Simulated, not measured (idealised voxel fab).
You're looking at the process module voxel trench capacitor.
cross-section cut | 260 nm wide | cells 5 nm
When this document writes out a cross-section, it uses a grid of square cells and lists it as bands, beginning at the top and moving down, with a band standing for one or more rows of cells. For a band, the entry starts with two heights in nm, that of the top and then that of the bottom, and carries on with the band's materials in order from left to right, each alongside its width in nm; the word "all across" beside a single material means it fills the band edge to edge, and "blank" means empty space. Heights are measured from 0, the level below which the as-received wafer is all one material; the lowest band has no bottom and continues downward, written as in "0 down". When a width is written as two numbers, as in "30 to 40", the first number is the width in the top row of cells of the band and the second is the width in its bottom row, and the width changes by the same amount from each row to the next. Where the words "same as before" appear for a step, the cross-section shows no cell changed by that step; every cell remained as before. So "Completely enclosed voids" is basically the list of trapped voids: any empty space of 8 cells or more that can't reach the top through an opening. They're written width x height at distance, the distance being from the left edge, and it's all nm. Step line, after settings: the simulator's comment on this step. "overlay nm" on a masked step: distance the mask lay right of its planned place, negative for left.
**Process steps foreseen in the plan**
1: RECEIVE with material Si
2: CONFORMAL_DEP with material SiN, thk nm 5
3: DIRECTIONAL_DEP with material aC, thk nm 15
4: PATTERN with tone open, mask id TRENCH, material resist, width nm 25, pitch nm 45, thk nm 30, overlay nm -15
5: DIRECTIONAL_ETCH with etch materials aC, depth nm 15
6: STRIP with etch materials resist
7: DIRECTIONAL_ETCH with etch materials SiN, depth nm 5
8: DIRECTIONAL_ETCH with etch materials Si, depth nm 35
9: STRIP with etch materials aC
10: CONFORMAL_DEP with material Al2O3, thk nm 5
11: FILL_DEP with material polySi, thk nm 10
12: CMP with height nm 5
For this document, wafers share an identical start and vary in the step 4 overlay nm; the plan quotes the first wafer's value.
**First of several wafers, received after step 1, in cross-section**
* 0 down | Si all across
* Completely enclosed voids: none
**Note: the following table is arranged by wafer, a row apiece. Each row reports the end-of-module state: per material, cells gained (+) or cells lost (-) compared with the wafer as received; closed voids follow**
overlay nm -15 | +57 Al2O3 | -105 Si | +37 SiN | +63 polySi | Completely enclosed voids: none
overlay nm -10 | +57 Al2O3 | -105 Si | +37 SiN | +63 polySi | Completely enclosed voids: none
overlay nm -5 | +57 Al2O3 | -105 Si | +37 SiN | +63 polySi | Completely enclosed voids: none
overlay nm 0 | +57 Al2O3 | -105 Si | +37 SiN | +63 polySi | Completely enclosed voids: none
overlay nm 5 | +57 Al2O3 | -105 Si | +37 SiN | +63 polySi | Completely enclosed voids: none
overlay nm 10 | +57 Al2O3 | -105 Si | +37 SiN | +63 polySi | Completely enclosed voids: none
overlay nm 15 | +57 Al2O3 | -105 Si | +37 SiN | +63 polySi | Completely enclosed voids: none
